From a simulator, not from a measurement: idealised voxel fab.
Documented hereafter: the process module known as voxel quadruple lines.
The width of the displayed cross-section, cut, is 275 nm; its cells are square, with a size of 5 nm.
We lay out every cross-section as a grid of square cells and spell it out in bands from the top down, where one band means one or more rows of cells.
Top height, bottom height, nm. Materials left to right, width each, nm. Single material + "everywhere" = fills band edge to edge. "empty" = empty.
Below 0: as-received wafer, all one material; heights counted from there. Lowest band: no bottom, goes on down, written "0..down".
When a width is written as two numbers, as in "30->40", the first number is the width in the top row of cells of the band and the second is the width in its bottom row, and the width changes by the same amount from each row to the next.
"everything unchanged", as given for a step, is the statement that not any cell of the cross-section underwent a change during that step.
Reported under the label "Non-vented voids" are the empty spaces having no open way to the top and comprising 8 cells or more; the notation for each is width x height at distance, in which the distance is measured from the left edge and all three values are in nm.
On a step's line, text after the settings is the simulator commenting on that step.
overlay nm: mask offset rightward from planned place, masked step; negative means leftward offset.

This section lists the process steps that were planned:
step 1: RECEIVE: material Si
step 2: CONFORMAL_DEP: material SiO2, thk nm 5
step 3: DIRECTIONAL_DEP: material Ru, thk nm 15
step 4: DIRECTIONAL_DEP: material polySi, thk nm 20
step 5: DIRECTIONAL_DEP: material aC, thk nm 20
step 6: PATTERN: tone cover, mask id MANDREL, material resist, width nm 30, thk nm 30, overlay nm -15
step 7: DIRECTIONAL_ETCH: etch materials aC, depth nm 20
step 8: STRIP: etch materials resist
step 9: CONFORMAL_DEP: material SiO2, thk nm 10
step 10: DIRECTIONAL_ETCH: etch materials SiO2, depth nm 10
step 11: STRIP: etch materials aC
step 12: DIRECTIONAL_ETCH: etch materials polySi, depth nm 20
step 13: STRIP: etch materials SiO2
step 14: CONFORMAL_DEP: material SiN, thk nm 10
step 15: DIRECTIONAL_ETCH: etch materials SiN, depth nm 10
step 16: STRIP: etch materials polySi
step 17: DIRECTIONAL_ETCH: etch materials Ru, depth nm 15
step 18: STRIP: etch materials SiN
Be aware that, although all wafers share a common starting state, the overlay nm at step 6 differs among them, and the plan displays the first wafer's value.

Incoming state of the first of several wafers in cross-section: after step 1:
- 0..down = Si everywhere
- Non-vented voids: none

First of several wafers: cross-section at the end of the module, after step 18, its last step:
- 20..5 = 85 empty | 10 Ru | 10 empty | 10 Ru | 10 empty | 10 Ru | 10 empty | 10 Ru | 120 empty
- 5..0 = SiO2 everywhere
- 0..down = Si everywhere
- Non-vented voids: none

Cross-section of the final wafer among several, taken at the end of the module:
- 20..5 = 115 empty | 10 Ru | 10 empty | 10 Ru | 10 empty | 10 Ru | 10 empty | 10 Ru | 90 empty
- 5..0 = SiO2 everywhere
- 0..down = Si everywhere
- Non-vented voids: none

Heads up, this table goes wafer by wafer. A row tells you, at the end of the module, how many cells of each material that wafer has put on (+) or dropped (-) since it was received, and then its closed voids:
overlay nm -15; +24 Ru; +55 SiO2; Non-vented voids: none
overlay nm -10; +24 Ru; +55 SiO2; Non-vented voids: none
overlay nm -5; +24 Ru; +55 SiO2; Non-vented voids: none
overlay nm 0; +24 Ru; +55 SiO2; Non-vented voids: none
overlay nm 5; +24 Ru; +55 SiO2; Non-vented voids: none
overlay nm 10; +24 Ru; +55 SiO2; Non-vented voids: none
overlay nm 15; +24 Ru; +55 SiO2; Non-vented voids: none
